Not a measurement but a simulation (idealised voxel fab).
Presented below is a process module, voxel capacitor over wiring.
It is cross-section cut that appears here, measuring 235 nm in width, its square cells being 5 nm in size.
Bands, listed from the top down, are how a cross-section gets written in this document; the cross-section itself is a grid of square cells, and a band is one or more rows of them.
Heads up on the band format: heights come first, top then bottom, in nm. After that it's the materials left to right, each with its width in nm. A single material flagged "edge to edge" fills the whole band edge to edge, and "blank" means there's empty space there.
The level at which height equals 0 is the one under which the wafer, as it arrives, is entirely one material. No lower edge exists for the bottom band, which continues downward and is notated as in "0 down".
Per-row width for "30 to 40": begins at first number (top row of band), ends at second number (bottom row), increment between rows held constant.
No cell of the cross-section changed in a step that is given as "left unchanged".
Closed-off voids of 8+ cells (no open route to the top) go in "Unvented cavities", written width x height at distance from the left edge, in nm.
after a step's settings: what the simulator itself notes on the step
A step line may carry the setting "overlay nm", which, for steps involving a mask, states the distance by which the mask lay to the right of its intended position; negative values denote displacement to the left.

Steps planned for the process:
| 1 | RECEIVE: material Si |
| 2 | CONFORMAL_DEP: material SiO2, thk nm 10 |
| 3 | DIRECTIONAL_DEP: material TiN, thk nm 5 |
| 4 | DIRECTIONAL_DEP: material Ru, thk nm 25 |
| 5 | DIRECTIONAL_DEP: material aC, thk nm 10 |
| 6 | PATTERN: tone cover, mask id METAL_1, material resist, width nm 30, pitch nm 85, thk nm 30, overlay nm 0 |
| 7 | DIRECTIONAL_ETCH: etch materials aC, depth nm 10 |
| 8 | STRIP: etch materials resist |
| 9 | DIRECTIONAL_ETCH: etch materials Ru, depth nm 25 |
| 10 | DIRECTIONAL_ETCH: etch materials TiN, depth nm 5 |
| 11 | STRIP: etch materials aC |
| 12 | CONFORMAL_DEP: material SiCN, thk nm 5 |
| 13 | FILL_DEP: material lowk, thk nm 5 |
| 14 | CMP: height nm 40 |
| 15 | CONFORMAL_DEP: material SiCN, thk nm 5 |
| 16 | DIRECTIONAL_DEP: material SiO2, thk nm 10 |
| 17 | MASKED_ETCH: tone open, mask id PLUG_1, width nm 15, etch materials SiO2, depth nm 10, overlay nm 0 |
| 18 | MASKED_ETCH: tone open, mask id PLUG_1, width nm 15, etch materials SiCN, depth nm 5, overlay nm 0 |
| 19 | EPI: material Ru, thk nm 10 |
| 20 | EPI: material Ru, thk nm 5 |
| 21 | DIRECTIONAL_DEP: material TiN, thk nm 10 |
| 22 | DIRECTIONAL_DEP: material Al2O3, thk nm 5 |
| 23 | DIRECTIONAL_DEP: material TiN, thk nm 5 |
| 24 | DIRECTIONAL_DEP: material aC, thk nm 10 |
| 25 | PATTERN: tone cover, mask id UPPER_PLATE, material resist, width nm 60, thk nm 30, overlay nm 0 |
| 26 | DIRECTIONAL_ETCH: etch materials aC, depth nm 10 |
| 27 | STRIP: etch materials resist |
| 28 | DIRECTIONAL_ETCH: etch materials TiN, depth nm 5 |
| 29 | DIRECTIONAL_ETCH: etch materials Al2O3, depth nm 5 |
| 30 | STRIP: etch materials aC |
| 31 | MASKED_ETCH: tone cover, mask id LOWER_PLATE, width nm 70, etch materials TiN, depth nm 10, overlay nm 0 |
| 32 | FILL_DEP: material SiO2, thk nm 20 |
| 33 | CMP: height nm 90 |
| 34 | DIRECTIONAL_DEP: material aC, thk nm 15 |
| 35 | PATTERN: tone open, mask id PLUG_2, material resist, width nm 15, thk nm 30, overlay nm 0 |
| 36 | DIRECTIONAL_ETCH: etch materials aC, depth nm 15 |
| 37 | STRIP: etch materials resist |
| 38 | DIRECTIONAL_ETCH: etch materials SiO2, depth nm 15 |
| 39 | STRIP: etch materials aC |
| 40 | CONFORMAL_DEP: material TiN, thk nm 5 |
| 41 | FILL_DEP: material W, thk nm 5 |
| 42 | CMP: height nm 90 |
| 43 | CONFORMAL_DEP: material SiCN, thk nm 5 |

Step 1 complete: cross-section of the wafer as received:
> 0 down  Si edge to edge
> Unvented cavities: none

The first of the two wafers as seen in cross-section once the module was finished; processing followed the plan:
> 95 to 90  SiCN edge to edge
> 90 to 80  SiO2=85, then TiN=5, then W=5, then TiN=5, then SiO2=135
> 80 to 70  SiO2=85 to 75, then TiN=15 to 60, then SiO2=135 to 100
> 70 to 65  SiO2=75, then Al2O3=60, then SiO2=100
> 65 to 55  SiO2=70, then TiN=70, then SiO2=95
> 55 to 45  SiO2=75, then Ru=15, then SiO2=145
> 45 to 40  SiCN=75, then Ru=15, then SiCN=145
> 40 to 15  lowk=55, then SiCN=5, then Ru=30, then SiCN=5, then lowk=45, then SiCN=5, then Ru=30, then SiCN=5, then lowk=55
> 15 to 10  SiCN=60, then TiN=30, then SiCN=55, then TiN=30, then SiCN=60
> 10 to 0  SiO2 edge to edge
> 0 down  Si edge to edge
> Unvented cavities: none

Wafer two (of two), end-of-module cross-section: start = wafer one, plan = wafer one, one run mistake:
> 95 to 90  SiCN edge to edge
> 90 to 80  SiO2=85, then TiN=5, then W=5, then TiN=5, then SiO2=135
> 80 to 70  SiO2=85 to 75, then TiN=15 to 60, then SiO2=135 to 100
> 70 to 65  SiO2=75, then Al2O3=60, then SiO2=100
> 65 to 55  SiO2=70, then TiN=70, then SiO2=95
> 55 to 45  SiO2=75, then Ru=15, then SiO2=145
> 45 to 40  SiCN=75, then Ru=15, then SiCN=145
> 40 to 15  lowk=45, then SiCN=5, then Ru=30, then SiCN=5, then lowk=45, then SiCN=5, then Ru=30, then SiCN=5, then lowk=65
> 15 to 10  SiCN=50, then TiN=30, then SiCN=55, then TiN=30, then SiCN=70
> 10 to 0  SiO2 edge to edge
> 0 down  Si edge to edge
> Unvented cavities: none
Heads up, the wafer didn't run the way we planned it: contrary to plan, step 6 was performed as PATTERN: tone cover, mask id METAL_1, material resist, width nm 30, pitch nm 85, thk nm 30, overlay nm -10
Cell counts per material: same on both final wafers. Positions: different.
